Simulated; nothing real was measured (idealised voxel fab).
The following process module bears the name voxel transistor to metal.
Pictured: cross-section cut, 215 nm wide, on a grid of 5 nm square cells.
Bands, listed from the top down, are how a cross-section gets written in this document; the cross-section itself is a grid of square cells, and a band is one or more rows of them.
In this notation a band is specified by the heights of its top and bottom, in that order and in nm, after which its materials appear from left to right, each paired with its width in nm. The word "all across" attached to a single material means that material fills the band from edge to edge; the word "empty" stands for empty space.
The reference from which all heights are counted is 0, the level beneath which the as-received wafer is entirely one material; the lowest band, having no lower bound, proceeds downward and is written after the example "0..down".
Per-row width for "30..40": begins at first number (top row of band), ends at second number (bottom row), increment between rows held constant.
No cell of the cross-section changed in a step that is given as "nothing altered".
Basically, "Fully enclosed voids" tells you about the enclosed voids: empty spaces with no open way to the top, 8 cells or bigger, each written width x height at distance, where distance is from the left edge, all in nm.
What comes after the settings on a step's line is commentary from the simulator itself on that step.
You can add "overlay nm" to a step's line. For a step with a mask, it describes how far the mask lay to the right of its planned position, and a negative number describes a lay to the left.
Plan:
1 RECEIVE with material Si
2 OXIDIZE with depth nm 5
3 CONFORMAL_DEP with material SiN, thk nm 15
4 MASKED_ETCH with tone cover, mask id ACTIVE, width nm 95, etch materials SiN, depth nm 15, overlay nm 0
5 MASKED_ETCH with tone cover, mask id ACTIVE, width nm 95, etch materials SiO2, depth nm 5, overlay nm 0
6 MASKED_ETCH with tone cover, mask id ACTIVE, width nm 95, etch materials Si, depth nm 35, overlay nm 0
7 OXIDIZE with depth nm 5
8 FILL_DEP with material SiO2, thk nm 10
9 CMP with height nm 15
10 SELECTIVE_ETCH with etch materials SiO2, depth nm 5
11 STRIP with etch materials SiN
12 SELECTIVE_ETCH with etch materials SiO2, depth nm 5
13 OXIDIZE with depth nm 5
14 DIRECTIONAL_DEP with material polySi, thk nm 30
15 DIRECTIONAL_DEP with material SiCN, thk nm 15
16 MASKED_ETCH with tone cover, mask id GATE, width nm 15, etch materials SiCN, depth nm 25, overlay nm 0
17 MASKED_ETCH with tone cover, mask id GATE, width nm 15, etch materials polySi, depth nm 40, overlay nm 0
18 CONFORMAL_DEP with material SiO2, thk nm 5
19 DIRECTIONAL_ETCH with etch materials SiO2, depth nm 5
20 CONFORMAL_DEP with material SiN, thk nm 5
21 DIRECTIONAL_ETCH with etch materials SiN, depth nm 5
22 DIRECTIONAL_ETCH with etch materials SiO2, depth nm 5
23 DIRECTIONAL_ETCH with etch materials Si, depth nm 15
24 EPI with material SiGe, thk nm 20
25 FILL_DEP with material SiO2, thk nm 10
26 CMP with height nm 40
27 DIRECTIONAL_DEP with material SiO2, thk nm 15
28 MASKED_ETCH with tone open, mask id CONTACT, width nm 25, pitch nm 50, etch materials SiO2, depth nm 45, overlay nm 0
29 CONFORMAL_DEP with material TiN, thk nm 5
30 FILL_DEP with material Ru, thk nm 10
31 CMP with height nm 55
32 CONFORMAL_DEP with material SiN, thk nm 5
33 DIRECTIONAL_DEP with material lowk, thk nm 15
34 PATTERN with tone open, mask id METAL_1, material resist, width nm 15, pitch nm 60, thk nm 20, overlay nm 0
35 DIRECTIONAL_ETCH with etch materials lowk, depth nm 15
36 DIRECTIONAL_ETCH with etch materials SiN, depth nm 5
37 STRIP with etch materials resist
38 CONFORMAL_DEP with material TiN, thk nm 5
39 FILL_DEP with material W, thk nm 5
40 CMP with height nm 75
41 EPI with material Ru, thk nm 5
42 FILL_DEP with material SiCN, thk nm 5
Wafer, first of two, run as planned:
Cross-section of the wafer upon arrival, representing the state reached after step 1:
	0..down | Si all across
	Fully enclosed voids: none
Sectional view: wafer, after step 2:
	0..-5 | SiO2 all across
	Below -5 it's all the same as before, nothing changed down there.
Sectional view: wafer, after step 3:
	15..0 | SiN all across
	Below 0 it's all the same as before, nothing changed down there.
Sectional view: wafer, after step 4:
	15..0 | empty 60, then SiN 95, then empty 60
	Below 0 it's all the same as before, nothing changed down there.
Sectional view: wafer, after step 5:
	15..0 | empty 60, then SiN 95, then empty 60
	0..-5 | empty 60, then SiO2 95, then empty 60
	Below -5 it's all the same as before, nothing changed down there.
Sectional view: wafer, after step 6:
	15..0 | empty 60, then SiN 95, then empty 60
	0..-5 | empty 60, then SiO2 95, then empty 60
	-5..-40 | empty 60, then Si 95, then empty 60
	Below -40 it's all the same as before, nothing changed down there.
Sectional view: wafer, after step 7:
	15..0 | empty 60, then SiN 95, then empty 60
	0..-5 | empty 60, then SiO2 95, then empty 60
	-5..-40 | empty 60, then SiO2 5, then Si 85, then SiO2 5, then empty 60
	-40..-45 | SiO2 65, then Si 85, then SiO2 65
	Below -45 it's all the same as before, nothing changed down there.
Sectional view: wafer, after step 8:
	25..15 | SiO2 all across
	15..0 | SiO2 60, then SiN 95, then SiO2 60
	0..-5 | SiO2 all across
	-5..-45 | SiO2 65, then Si 85, then SiO2 65
	Below -45 it's all the same as before, nothing changed down there.
Sectional view: wafer, after step 9:
	15..0 | SiO2 60, then SiN 95, then SiO2 60
	Below 0 it's all the same as before, nothing changed down there.
Sectional view: wafer, after step 10:
	15..10 | empty 60, then SiN 95, then empty 60
	Below 10 it's all the same as before, nothing changed down there.
Sectional view: wafer, after step 11:
	10..0 | SiO2 60, then empty 95, then SiO2 60
	Below 0 it's all the same as before, nothing changed down there.
Sectional view: wafer, after step 12:
	5..-5 | SiO2 55, then empty 105, then SiO2 55
	Below -5 it's all the same as before, nothing changed down there.
Sectional view: wafer, after step 13:
	5..-5 | SiO2 55, then empty 105, then SiO2 55
	-5..-10 | SiO2 all across
	Below -10 it's all the same as before, nothing changed down there.
Sectional view: wafer, after step 14:
	35..25 | polySi 55, then empty 105, then polySi 55
	25..5 | polySi all across
	5..-5 | SiO2 55, then polySi 105, then SiO2 55
	Below -5 it's all the same as before, nothing changed down there.
Sectional view: wafer, after step 15:
	50..40 | SiCN 55, then empty 105, then SiCN 55
	40..35 | SiCN all across
	35..25 | polySi 55, then SiCN 105, then polySi 55
	Below 25 it's all the same as before, nothing changed down there.
Sectional view: wafer, after step 16:
	40..35 | empty 100, then SiCN 15, then empty 100
	35..25 | polySi 55, then empty 45, then SiCN 15, then empty 45, then polySi 55
	Below 25 it's all the same as before, nothing changed down there.
Sectional view: wafer, after step 17:
	40..25 | empty 100, then SiCN 15, then empty 100
	25..5 | empty 100, then polySi 15, then empty 100
	5..-5 | SiO2 55, then empty 45, then polySi 15, then empty 45, then SiO2 55
	Below -5 it's all the same as before, nothing changed down there.
Sectional view: wafer, after step 18:
	45..40 | empty 95, then SiO2 25, then empty 95
	40..25 | empty 95, then SiO2 5, then SiCN 15, then SiO2 5, then empty 95
	25..10 | empty 95, then SiO2 5, then polySi 15, then SiO2 5, then empty 95
	10..0 | SiO2 60, then empty 35, then SiO2 5, then polySi 15, then SiO2 5, then empty 35, then SiO2 60
	0..-5 | SiO2 100, then polySi 15, then SiO2 100
	Below -5 it's all the same as before, nothing changed down there.
Sectional view: wafer, after step 19:
	40..25 | empty 95, then SiO2 5, then SiCN 15, then SiO2 5, then empty 95
	25..5 | empty 95, then SiO2 5, then polySi 15, then SiO2 5, then empty 95
	5..-5 | SiO2 60, then empty 35, then SiO2 5, then polySi 15, then SiO2 5, then empty 35, then SiO2 60
	Below -5 it's all the same as before, nothing changed down there.
Sectional view: wafer, after step 20:
	45..40 | empty 90, then SiN 35, then empty 90
	40..25 | empty 90, then SiN 5, then SiO2 5, then SiCN 15, then SiO2 5, then SiN 5, then empty 90
	25..10 | empty 90, then SiN 5, then SiO2 5, then polySi 15, then SiO2 5, then SiN 5, then empty 90
	10..5 | SiN 65, then empty 25, then SiN 5, then SiO2 5, then polySi 15, then SiO2 5, then SiN 5, then empty 25, then SiN 65
	5..0 | SiO2 60, then SiN 5, then empty 25, then SiN 5, then SiO2 5, then polySi 15, then SiO2 5, then SiN 5, then empty 25, then SiN 5, then SiO2 60
	0..-5 | SiO2 60, then SiN 35, then SiO2 5, then polySi 15, then SiO2 5, then SiN 35, then SiO2 60
	Below -5 it's all the same as before, nothing changed down there.
Sectional view: wafer, after step 21:
	40..25 | empty 90, then SiN 5, then SiO2 5, then SiCN 15, then SiO2 5, then SiN 5, then empty 90
	25..5 | empty 90, then SiN 5, then SiO2 5, then polySi 15, then SiO2 5, then SiN 5, then empty 90
	5..-5 | SiO2 60, then SiN 5, then empty 25, then SiN 5, then SiO2 5, then polySi 15, then SiO2 5, then SiN 5, then empty 25, then SiN 5, then SiO2 60
	Below -5 it's all the same as before, nothing changed down there.
Sectional view: wafer, after step 22:
	40..35 | empty 90, then SiN 5, then empty 5, then SiCN 15, then empty 5, then SiN 5, then empty 90
	35..25 | empty 90, then SiN 5, then SiO2 5, then SiCN 15, then SiO2 5, then SiN 5, then empty 90
	25..5 | empty 90, then SiN 5, then SiO2 5, then polySi 15, then SiO2 5, then SiN 5, then empty 90
	5..0 | empty 60, then SiN 5, then empty 25, then SiN 5, then SiO2 5, then polySi 15, then SiO2 5, then SiN 5, then empty 25, then SiN 5, then empty 60
	0..-5 | SiO2 60, then SiN 5, then empty 25, then SiN 5, then SiO2 5, then polySi 15, then SiO2 5, then SiN 5, then empty 25, then SiN 5, then SiO2 60
	-5..-10 | SiO2 65, then empty 25, then SiO2 35, then empty 25, then SiO2 65
	Below -10 it's all the same as before, nothing changed down there.
Sectional view: wafer, after step 23:
	40..35 | empty 90, then SiN 5, then empty 5, then SiCN 15, then empty 5, then SiN 5, then empty 90
	35..25 | empty 90, then SiN 5, then SiO2 5, then SiCN 15, then SiO2 5, then SiN 5, then empty 90
	25..5 | empty 90, then SiN 5, then SiO2 5, then polySi 15, then SiO2 5, then SiN 5, then empty 90
	5..0 | empty 60, then SiN 5, then empty 25, then SiN 5, then SiO2 5, then polySi 15, then SiO2 5, then SiN 5, then empty 25, then SiN 5, then empty 60
	0..-5 | SiO2 60, then SiN 5, then empty 25, then SiN 5, then SiO2 5, then polySi 15, then SiO2 5, then SiN 5, then empty 25, then SiN 5, then SiO2 60
	-5..-10 | SiO2 65, then empty 25, then SiO2 35, then empty 25, then SiO2 65
	-10..-25 | SiO2 65, then empty 25, then Si 35, then empty 25, then SiO2 65
	Below -25 it's all the same as before, nothing changed down there.
Sectional view: wafer, after step 24:
	40..35 | empty 90, then SiN 5, then empty 5, then SiCN 15, then empty 5, then SiN 5, then empty 90
	35..25 | empty 90, then SiN 5, then SiO2 5, then SiCN 15, then SiO2 5, then SiN 5, then empty 90
	25..10 | empty 90, then SiN 5, then SiO2 5, then polySi 15, then SiO2 5, then SiN 5, then empty 90
	10..5 | empty 70, then SiGe 20, then SiN 5, then SiO2 5, then polySi 15, then SiO2 5, then SiN 5, then SiGe 20, then empty 70
	5..0 | empty 60, then SiN 5, then empty 5, then SiGe 20, then SiN 5, then SiO2 5, then polySi 15, then SiO2 5, then SiN 5, then SiGe 20, then empty 5, then SiN 5, then empty 60
	0..-5 | SiO2 60, then SiN 5, then empty 5, then SiGe 20, then SiN 5, then SiO2 5, then polySi 15, then SiO2 5, then SiN 5, then SiGe 20, then empty 5, then SiN 5, then SiO2 60
	-5..-10 | SiO2 65, then SiGe 25, then SiO2 35, then SiGe 25, then SiO2 65
	-10..-25 | SiO2 65, then SiGe 25, then Si 35, then SiGe 25, then SiO2 65
	Below -25 it's all the same as before, nothing changed down there.
Sectional view: wafer, after step 25:
	50..40 | SiO2 all across
	40..25 | SiO2 90, then SiN 5, then SiO2 5, then SiCN 15, then SiO2 5, then SiN 5, then SiO2 90
	25..10 | SiO2 90, then SiN 5, then SiO2 5, then polySi 15, then SiO2 5, then SiN 5, then SiO2 90
	10..5 | SiO2 70, then SiGe 20, then SiN 5, then SiO2 5, then polySi 15, then SiO2 5, then SiN 5, then SiGe 20, then SiO2 70
	5..-5 | SiO2 60, then SiN 5, then SiO2 5, then SiGe 20, then SiN 5, then SiO2 5, then polySi 15, then SiO2 5, then SiN 5, then SiGe 20, then SiO2 5, then SiN 5, then SiO2 60
	Below -5 it's all the same as before, nothing changed down there.
Sectional view: wafer, after step 26:
	40..25 | SiO2 90, then SiN 5, then SiO2 5, then SiCN 15, then SiO2 5, then SiN 5, then SiO2 90
	Below 25 it's all the same as before, nothing changed down there.
Sectional view: wafer, after step 27:
	55..40 | SiO2 all across
	Below 40 it's all the same as before, nothing changed down there.
Sectional view: wafer, after step 28:
	55..40 | SiO2 70, then empty 25, then SiO2 25, then empty 25, then SiO2 70
	40..25 | SiO2 70, then empty 20, then SiN 5, then SiO2 5, then SiCN 15, then SiO2 5, then SiN 5, then empty 20, then SiO2 70
	25..10 | SiO2 70, then empty 20, then SiN 5, then SiO2 5, then polySi 15, then SiO2 5, then SiN 5, then empty 20, then SiO2 70
	Below 10 it's all the same as before, nothing changed down there.
Sectional view: wafer, after step 29:
	60..55 | TiN 75, then empty 15, then TiN 35, then empty 15, then TiN 75
	55..45 | SiO2 70, then TiN 5, then empty 15, then TiN 5, then SiO2 25, then TiN 5, then empty 15, then TiN 5, then SiO2 70
	45..40 | SiO2 70, then TiN 5, then empty 10, then TiN 10, then SiO2 25, then TiN 10, then empty 10, then TiN 5, then SiO2 70
	40..25 | SiO2 70, then TiN 5, then empty 10, then TiN 5, then SiN 5, then SiO2 5, then SiCN 15, then SiO2 5, then SiN 5, then TiN 5, then empty 10, then TiN 5, then SiO2 70
	25..15 | SiO2 70, then TiN 5, then empty 10, then TiN 5, then SiN 5, then SiO2 5, then polySi 15, then SiO2 5, then SiN 5, then TiN 5, then empty 10, then TiN 5, then SiO2 70
	15..10 | SiO2 70, then TiN 20, then SiN 5, then SiO2 5, then polySi 15, then SiO2 5, then SiN 5, then TiN 20, then SiO2 70
	Below 10 it's all the same as before, nothing changed down there.
Sectional view: wafer, after step 30:
	70..60 | Ru all across
	60..55 | TiN 75, then Ru 15, then TiN 35, then Ru 15, then TiN 75
	55..45 | SiO2 70, then TiN 5, then Ru 15, then TiN 5, then SiO2 25, then TiN 5, then Ru 15, then TiN 5, then SiO2 70
	45..40 | SiO2 70, then TiN 5, then Ru 10, then TiN 10, then SiO2 25, then TiN 10, then Ru 10, then TiN 5, then SiO2 70
	40..25 | SiO2 70, then TiN 5, then Ru 10, then TiN 5, then SiN 5, then SiO2 5, then SiCN 15, then SiO2 5, then SiN 5, then TiN 5, then Ru 10, then TiN 5, then SiO2 70
	25..15 | SiO2 70, then TiN 5, then Ru 10, then TiN 5, then SiN 5, then SiO2 5, then polySi 15, then SiO2 5, then SiN 5, then TiN 5, then Ru 10, then TiN 5, then SiO2 70
	Below 15 it's all the same as before, nothing changed down there.
Sectional view: wafer, after step 31:
	55..45 | SiO2 70, then TiN 5, then Ru 15, then TiN 5, then SiO2 25, then TiN 5, then Ru 15, then TiN 5, then SiO2 70
	Below 45 it's all the same as before, nothing changed down there.
Sectional view: wafer, after step 32:
	60..55 | SiN all across
	Below 55 it's all the same as before, nothing changed down there.
Sectional view: wafer, after step 33:
	75..60 | lowk all across
	Below 60 it's all the same as before, nothing changed down there.
Sectional view: wafer, after step 34:
	95..75 | resist 70, then empty 15, then resist 45, then empty 15, then resist 70
	Below 75 it's all the same as before, nothing changed down there.
Sectional view: wafer, after step 35:
	95..75 | resist 70, then empty 15, then resist 45, then empty 15, then resist 70
	75..60 | lowk 70, then empty 15, then lowk 45, then empty 15, then lowk 70
	Below 60 it's all the same as before, nothing changed down there.
Sectional view: wafer, after step 36:
	95..75 | resist 70, then empty 15, then resist 45, then empty 15, then resist 70
	75..60 | lowk 70, then empty 15, then lowk 45, then empty 15, then lowk 70
	60..55 | SiN 70, then empty 15, then SiN 45, then empty 15, then SiN 70
	Below 55 it's all the same as before, nothing changed down there.
Sectional view: wafer, after step 37:
	75..60 | lowk 70, then empty 15, then lowk 45, then empty 15, then lowk 70
	Below 60 it's all the same as before, nothing changed down there.
Sectional view: wafer, after step 38:
	80..75 | TiN 75, then empty 5, then TiN 55, then empty 5, then TiN 75
	75..60 | lowk 70, then TiN 5, then empty 5, then TiN 5, then lowk 45, then TiN 5, then empty 5, then TiN 5, then lowk 70
	60..55 | SiN 70, then TiN 15, then SiN 45, then TiN 15, then SiN 70
	Below 55 it's all the same as before, nothing changed down there.
Sectional view: wafer, after step 39:
	85..80 | W all across
	80..75 | TiN 75, then W 5, then TiN 55, then W 5, then TiN 75
	75..60 | lowk 70, then TiN 5, then W 5, then TiN 5, then lowk 45, then TiN 5, then W 5, then TiN 5, then lowk 70
	Below 60 it's all the same as before, nothing changed down there.
Sectional view: wafer, after step 40:
	75..60 | lowk 70, then TiN 5, then W 5, then TiN 5, then lowk 45, then TiN 5, then W 5, then TiN 5, then lowk 70
	Below 60 it's all the same as before, nothing changed down there.
Sectional view: wafer, after step 41:
	80..75 | empty 65, then Ru 25, then empty 35, then Ru 25, then empty 65
	Below 75 it's all the same as before, nothing changed down there.
Sectional view: wafer, after step 42:
	85..80 | SiCN all across
	80..75 | SiCN 65, then Ru 25, then SiCN 35, then Ru 25, then SiCN 65
	Below 75 it's all the same as before, nothing changed down there.
Companion wafer, the second of two: same beginning, same intended sequence, one mistake in carrying it out; through step 30 inclusive it tracks the first exactly:
Second wafer cross-section, taken as of the time the plan sets for step 31 to be done:
	60..55 | TiN 75, then Ru 15, then TiN 35, then Ru 15, then TiN 75
	Below 55 it's all the same as before, nothing changed down there.
Second wafer cross-section, taken as of the time the plan sets for step 32 to be done:
	65..60 | SiN all across
	Below 60 it's all the same as before, nothing changed down there.
Second wafer cross-section, taken as of the time the plan sets for step 33 to be done:
	80..65 | lowk all across
	Below 65 it's all the same as before, nothing changed down there.
Second wafer cross-section, taken as of the time the plan sets for step 34 to be done:
	100..80 | resist 70, then empty 15, then resist 45, then empty 15, then resist 70
	Below 80 it's all the same as before, nothing changed down there.
Second wafer cross-section, taken as of the time the plan sets for step 35 to be done:
	100..80 | resist 70, then empty 15, then resist 45, then empty 15, then resist 70
	80..65 | lowk 70, then empty 15, then lowk 45, then empty 15, then lowk 70
	Below 65 it's all the same as before, nothing changed down there.
Second wafer cross-section, taken as of the time the plan sets for step 36 to be done:
	100..80 | resist 70, then empty 15, then resist 45, then empty 15, then resist 70
	80..65 | lowk 70, then empty 15, then lowk 45, then empty 15, then lowk 70
	65..60 | SiN 70, then empty 15, then SiN 45, then empty 15, then SiN 70
	Below 60 it's all the same as before, nothing changed down there.
Second wafer cross-section, taken as of the time the plan sets for step 37 to be done:
	80..65 | lowk 70, then empty 15, then lowk 45, then empty 15, then lowk 70
	Below 65 it's all the same as before, nothing changed down there.
Second wafer cross-section, taken as of the time the plan sets for step 38 to be done:
	85..80 | TiN 75, then empty 5, then TiN 55, then empty 5, then TiN 75
	80..65 | lowk 70, then TiN 5, then empty 5, then TiN 5, then lowk 45, then TiN 5, then empty 5, then TiN 5, then lowk 70
	65..60 | SiN 70, then TiN 15, then SiN 45, then TiN 15, then SiN 70
	Below 60 it's all the same as before, nothing changed down there.
Second wafer cross-section, taken as of the time the plan sets for step 39 to be done:
	90..85 | W all across
	85..80 | TiN 75, then W 5, then TiN 55, then W 5, then TiN 75
	80..65 | lowk 70, then TiN 5, then W 5, then TiN 5, then lowk 45, then TiN 5, then W 5, then TiN 5, then lowk 70
	Below 65 it's all the same as before, nothing changed down there.
Second wafer cross-section, taken as of the time the plan sets for step 40 to be done:
	75..65 | lowk 70, then TiN 5, then W 5, then TiN 5, then lowk 45, then TiN 5, then W 5, then TiN 5, then lowk 70
	Below 65 it's all the same as before, nothing changed down there.
Second wafer cross-section, taken as of the time the plan sets for step 41 to be done:
	80..75 | empty 65, then Ru 25, then empty 35, then Ru 25, then empty 65
	Below 75 it's all the same as before, nothing changed down there.
Second wafer cross-section, taken as of the time the plan sets for step 42 to be done:
	85..80 | SiCN all across
	80..75 | SiCN 65, then Ru 25, then SiCN 35, then Ru 25, then SiCN 65
	Below 75 it's all the same as before, nothing changed down there.
Where did the run depart from the plan? contrary to plan, step 31 was performed as CMP with height nm 60
Final cells, second wafer relative to first, materials higher or lower: Ru: 6 more; TiN: 33 more; W: 2 fewer; lowk: 37 fewer
